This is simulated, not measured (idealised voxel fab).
process module | voxel ribs on slabs
cross-section cut | 190 nm wide | cells 5 nm
A cross-section is a grid of square cells, given in bands from the top down. A band is one or more rows of cells.
Each band's line starts with the height of the band's top and of its bottom, in nm. Then come its materials from left to right, each with its width in nm. One material with "throughout" fills the band from edge to edge. "air" is empty space.
Height 0 is the level under which the wafer as received is all one material. The lowest band goes on downwards, as in "0 down".
A width such as "30 to 40" changes by the same amount from each row of cells to the next, from the band's top row to its bottom row.
"no change" after a step means that no cell of the cross-section changed.
closed voids: empty space of 8 cells or more with no open way to the top, each as width x height at its distance from the left edge, in nm
after a step's settings: what the simulator itself notes on the step
overlay nm, on a step with a mask: how far to the right of its planned place the mask lay; to the left if negative
plan
1 op RECEIVE | material Si
2 op DIRECTIONAL_DEP | material SiO2 | thk nm 30
3 op DIRECTIONAL_DEP | material polySi | thk nm 20
4 op DIRECTIONAL_DEP | material aC | thk nm 10
5 op PATTERN | tone cover | mask id RIB | material resist | width nm 30 | thk nm 30 | overlay nm 0
6 op DIRECTIONAL_ETCH | etch materials aC | depth nm 10
7 op STRIP | etch materials resist
8 op DIRECTIONAL_ETCH | etch materials polySi | depth nm 5
9 op STRIP | etch materials aC
10 op DIRECTIONAL_DEP | material aC | thk nm 10
11 op PATTERN | tone cover | mask id SLAB | material resist | width nm 80 | thk nm 25 | overlay nm 0
12 op DIRECTIONAL_ETCH | etch materials aC | depth nm 10
13 op STRIP | etch materials resist
14 op DIRECTIONAL_ETCH | etch materials polySi | depth nm 15
15 op STRIP | etch materials aC
16 op FILL_DEP | material SiO2 | thk nm 30
17 op CMP | height nm 70
18 op DIRECTIONAL_DEP | material TiN | thk nm 5
19 op PATTERN | tone cover | mask id HEATER | material resist | width nm 40 | thk nm 20 | overlay nm 0
20 op DIRECTIONAL_ETCH | etch materials TiN | depth nm 5
21 op STRIP | etch materials resist
22 op CONFORMAL_DEP | material SiO2 | thk nm 10
as received, after step 1
  0 down: Si throughout
  closed voids: none
first wafer at the end, as planned
  85 to 80: air 65 | SiO2 60 | air 65
  80 to 75: SiO2 throughout
  75 to 70: SiO2 75 | TiN 40 | SiO2 75
  70 to 50: SiO2 throughout
  50 to 45: SiO2 80 | polySi 30 | SiO2 80
  45 to 30: SiO2 55 | polySi 80 | SiO2 55
  30 to 0: SiO2 throughout
  0 down: Si throughout
  closed voids: none
second wafer at the end: like start, like plan, one mistake
  85 to 80: air 65 | SiO2 60 | air 65
  80 to 75: SiO2 throughout
  75 to 70: SiO2 75 | TiN 40 | SiO2 75
  70 to 65: SiO2 80 | polySi 30 | SiO2 80
  65 to 50: SiO2 55 | polySi 80 | SiO2 55
  50 to 30: polySi throughout
  30 to 0: SiO2 throughout
  0 down: Si throughout
  closed voids: none
what went wrong: step 3 was run twice
at the end the second wafer has, in cells: 152 fewer of SiO2 | 152 more of polySi
